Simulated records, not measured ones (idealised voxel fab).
Process module under the name voxel transistor to metal
Xsec cut, 165 nm wide, square cell size 5 nm.
Just so we're on the same page, the cross-sections are grids of square cells, and they're listed out in bands top to bottom, each band one or more rows deep.
Basically the band line says how high the top is and how high the bottom is, in nm, and then what's in it from left to right, every material with its width in nm. Empty space shows up as "empty", and if a single material carries "everywhere" it runs the full band edge to edge.
Heights from 0 (as-received wafer is one material below). Bottom band endless downward, as "0 -> down".
Read "30..40" as a graded width: first number on top, second number at the bottom, same change between each pair of neighbouring rows.
Step marked "no alterations made"? Then no cell in the cross-section changed in it.
What "Voids, fully enclosed" gives you is every empty space of 8 cells or more that is cut off from the top. Each appears as width x height at distance, with the distance taken from the left edge and width, height and distance all in nm.
On a step's line, text after the settings is the simulator commenting on that step.
Steps that use a mask can have "overlay nm" on their line. It says how far the mask sat to the right of where it was meant to be. Negative means to the left.
[This section lists the process steps that were planned]
1) RECEIVE (material Si)
2) CONFORMAL_DEP (material SiO2; thk nm 5)
3) CONFORMAL_DEP (material SiN; thk nm 15)
4) MASKED_ETCH (tone cover; mask id ACTIVE; width nm 115; etch materials SiN; depth nm 15; overlay nm 0)
5) MASKED_ETCH (tone cover; mask id ACTIVE; width nm 115; etch materials SiO2; depth nm 5; overlay nm 0)
6) MASKED_ETCH (tone cover; mask id ACTIVE; width nm 115; etch materials Si; depth nm 20; overlay nm 0)
7) FILL_DEP (material SiO2; thk nm 15)
8) CMP (height nm 20)
9) SELECTIVE_ETCH (etch materials SiO2; depth nm 5)
10) STRIP (etch materials SiN)
11) SELECTIVE_ETCH (etch materials SiO2; depth nm 5)
12) OXIDIZE (depth nm 5)
13) DIRECTIONAL_DEP (material polySi; thk nm 25)
14) DIRECTIONAL_DEP (material SiCN; thk nm 10)
15) MASKED_ETCH (tone cover; mask id GATE; width nm 15; etch materials SiCN; depth nm 20; overlay nm 0)
16) MASKED_ETCH (tone cover; mask id GATE; width nm 15; etch materials polySi; depth nm 35; overlay nm 0)
17) CONFORMAL_DEP (material SiO2; thk nm 5)
18) DIRECTIONAL_ETCH (etch materials SiO2; depth nm 5)
19) CONFORMAL_DEP (material SiN; thk nm 10)
20) DIRECTIONAL_ETCH (etch materials SiN; depth nm 10)
21) DIRECTIONAL_ETCH (etch materials SiO2; depth nm 5)
22) DIRECTIONAL_ETCH (etch materials Si; depth nm 5)
23) EPI (material nSi; thk nm 10)
24) FILL_DEP (material SiO2; thk nm 10)
25) CMP (height nm 35)
26) DIRECTIONAL_DEP (material SiO2; thk nm 15)
27) PATTERN (tone open; mask id CONTACT; material resist; width nm 20; pitch nm 75; thk nm 20; overlay nm 0)
28) DIRECTIONAL_ETCH (etch materials SiO2; depth nm 50)
29) STRIP (etch materials resist)
30) CONFORMAL_DEP (material TiN; thk nm 5)
31) FILL_DEP (material Ru; thk nm 10)
32) CMP (height nm 50)
33) CONFORMAL_DEP (material SiN; thk nm 5)
34) DIRECTIONAL_DEP (material lowk; thk nm 15)
35) PATTERN (tone open; mask id METAL_1; material resist; width nm 20; pitch nm 75; thk nm 15; overlay nm 0)
36) DIRECTIONAL_ETCH (etch materials lowk; depth nm 15)
37) DIRECTIONAL_ETCH (etch materials SiN; depth nm 5)
38) STRIP (etch materials resist)
39) CONFORMAL_DEP (material TiN; thk nm 5)
40) FILL_DEP (material Ru; thk nm 5)
41) CMP (height nm 70)
42) CONFORMAL_DEP (material SiCN; thk nm 5)
43) DIRECTIONAL_DEP (material lowk; thk nm 25)
44) MASKED_ETCH (tone open; mask id METAL_2_HOLES; width nm 15; pitch nm 75; etch materials lowk; depth nm 25; overlay nm 0)
45) DIRECTIONAL_DEP (material aC; thk nm 10)
46) PATTERN (tone open; mask id METAL_2; material resist; width nm 20; pitch nm 75; thk nm 25; overlay nm 0)
47) DIRECTIONAL_ETCH (etch materials aC; depth nm 10)
48) STRIP (etch materials resist)
49) DIRECTIONAL_ETCH (etch materials lowk; depth nm 15)
50) DIRECTIONAL_ETCH (etch materials SiCN; depth nm 5)
51) STRIP (etch materials aC)
52) CONFORMAL_DEP (material TiN; thk nm 5)
53) FILL_DEP (material Ru; thk nm 10)
54) CMP (height nm 100)
55) CONFORMAL_DEP (material SiCN; thk nm 5)
[Here's what the wafer looked like in cross-section when it arrived - that's after step 1]
- 0 -> down: Si everywhere
- Voids, fully enclosed: none
[Looking at the first of two wafers in cross-section at end of module - ran to plan]
- 105 -> 100: SiCN everywhere
- 100 -> 90: 35 of lowk | 5 of TiN | 10 of Ru | 5 of TiN | 55 of lowk | 5 of TiN | 10 of Ru | 5 of TiN | 35 of lowk
- 90 -> 85: 35 of lowk | 5 of TiN | 5 of Ru | 10 of TiN | 55 of lowk | 5 of TiN | 5 of Ru | 10 of TiN | 35 of lowk
- 85 -> 75: 35 of lowk | 5 of TiN | 5 of Ru | 5 of TiN | 60 of lowk | 5 of TiN | 5 of Ru | 5 of TiN | 40 of lowk
- 75 -> 70: 35 of SiCN | 15 of TiN | 60 of SiCN | 15 of TiN | 40 of SiCN
- 70 -> 55: 35 of lowk | 5 of TiN | 10 of Ru | 5 of TiN | 55 of lowk | 5 of TiN | 10 of Ru | 5 of TiN | 35 of lowk
- 55 -> 50: 35 of SiN | 20 of TiN | 55 of SiN | 20 of TiN | 35 of SiN
- 50 -> 35: 35 of SiO2 | 5 of TiN | 10 of Ru | 5 of TiN | 55 of SiO2 | 5 of TiN | 10 of Ru | 5 of TiN | 35 of SiO2
- 35 -> 25: 35 of SiO2 | 5 of TiN | 10 of Ru | 5 of TiN | 5 of SiO2 | 10 of SiN | 5 of SiO2 | 15 of SiCN | 5 of SiO2 | 10 of SiN | 5 of SiO2 | 5 of TiN | 10 of Ru | 5 of TiN | 35 of SiO2
- 25 -> 10: 35 of SiO2 | 5 of TiN | 10 of Ru | 5 of TiN | 5 of SiO2 | 10 of SiN | 5 of SiO2 | 15 of polySi | 5 of SiO2 | 10 of SiN | 5 of SiO2 | 5 of TiN | 10 of Ru | 5 of TiN | 35 of SiO2
- 10 -> 5: 25 of SiO2 | 10 of SiN | 20 of TiN | 5 of SiO2 | 10 of SiN | 5 of SiO2 | 15 of polySi | 5 of SiO2 | 10 of SiN | 5 of SiO2 | 20 of TiN | 10 of SiN | 25 of SiO2
- 5 -> 0: 25 of SiO2 | 10 of SiN | 10 of nSi | 5 of TiN | 10 of nSi | 10 of SiN | 5 of SiO2 | 15 of polySi | 5 of SiO2 | 10 of SiN | 10 of nSi | 5 of TiN | 10 of nSi | 10 of SiN | 25 of SiO2
- 0 -> -5: 35 of SiO2 | 25 of nSi | 45 of SiO2 | 25 of nSi | 35 of SiO2
- -5 -> -10: 25 of SiO2 | 10 of Si | 25 of nSi | 45 of Si | 25 of nSi | 10 of Si | 25 of SiO2
- -10 -> -20: 25 of SiO2 | 115 of Si | 25 of SiO2
- -20 -> down: Si everywhere
- Voids, fully enclosed: none
[Cross-sectional image of the second wafer of the two following completion of the module. Starting state and process plan were the same as for the first wafer; one execution error occurred]
- 105 -> 100: SiCN everywhere
- 100 -> 90: Ru everywhere
- 90 -> 85: 30 of Ru | 25 of TiN | 50 of Ru | 25 of TiN | 35 of Ru
- 85 -> 80: 30 of Ru | 5 of TiN | 15 of lowk | 5 of TiN | 50 of Ru | 5 of TiN | 15 of lowk | 5 of TiN | 35 of Ru
- 80 -> 75: 35 of TiN | 15 of lowk | 60 of TiN | 15 of lowk | 40 of TiN
- 75 -> 70: 50 of SiCN | 5 of TiN | 70 of SiCN | 5 of TiN | 35 of SiCN
- 70 -> 55: 35 of lowk | 5 of TiN | 10 of Ru | 5 of TiN | 55 of lowk | 5 of TiN | 10 of Ru | 5 of TiN | 35 of lowk
- 55 -> 50: 35 of SiN | 20 of TiN | 55 of SiN | 20 of TiN | 35 of SiN
- 50 -> 35: 35 of SiO2 | 5 of TiN | 10 of Ru | 5 of TiN | 55 of SiO2 | 5 of TiN | 10 of Ru | 5 of TiN | 35 of SiO2
- 35 -> 25: 35 of SiO2 | 5 of TiN | 10 of Ru | 5 of TiN | 5 of SiO2 | 10 of SiN | 5 of SiO2 | 15 of SiCN | 5 of SiO2 | 10 of SiN | 5 of SiO2 | 5 of TiN | 10 of Ru | 5 of TiN | 35 of SiO2
- 25 -> 10: 35 of SiO2 | 5 of TiN | 10 of Ru | 5 of TiN | 5 of SiO2 | 10 of SiN | 5 of SiO2 | 15 of polySi | 5 of SiO2 | 10 of SiN | 5 of SiO2 | 5 of TiN | 10 of Ru | 5 of TiN | 35 of SiO2
- 10 -> 5: 25 of SiO2 | 10 of SiN | 20 of TiN | 5 of SiO2 | 10 of SiN | 5 of SiO2 | 15 of polySi | 5 of SiO2 | 10 of SiN | 5 of SiO2 | 20 of TiN | 10 of SiN | 25 of SiO2
- 5 -> 0: 25 of SiO2 | 10 of SiN | 10 of nSi | 5 of TiN | 10 of nSi | 10 of SiN | 5 of SiO2 | 15 of polySi | 5 of SiO2 | 10 of SiN | 10 of nSi | 5 of TiN | 10 of nSi | 10 of SiN | 25 of SiO2
- 0 -> -5: 35 of SiO2 | 25 of nSi | 45 of SiO2 | 25 of nSi | 35 of SiO2
- -5 -> -10: 25 of SiO2 | 10 of Si | 25 of nSi | 45 of Si | 25 of nSi | 10 of Si | 25 of SiO2
- -10 -> -20: 25 of SiO2 | 115 of Si | 25 of SiO2
- -20 -> down: Si everywhere
- Voids, fully enclosed: none
Run error: step 44 ran as: MASKED_ETCH (tone cover; mask id METAL_2_HOLES; width nm 15; pitch nm 75; etch materials lowk; depth nm 25; overlay nm 0)
Heads up, by the end the second wafer has more or fewer cells of some materials compared to the first: Ru: 98 more | SiCN: 4 more | TiN: 15 more | lowk: 117 fewer
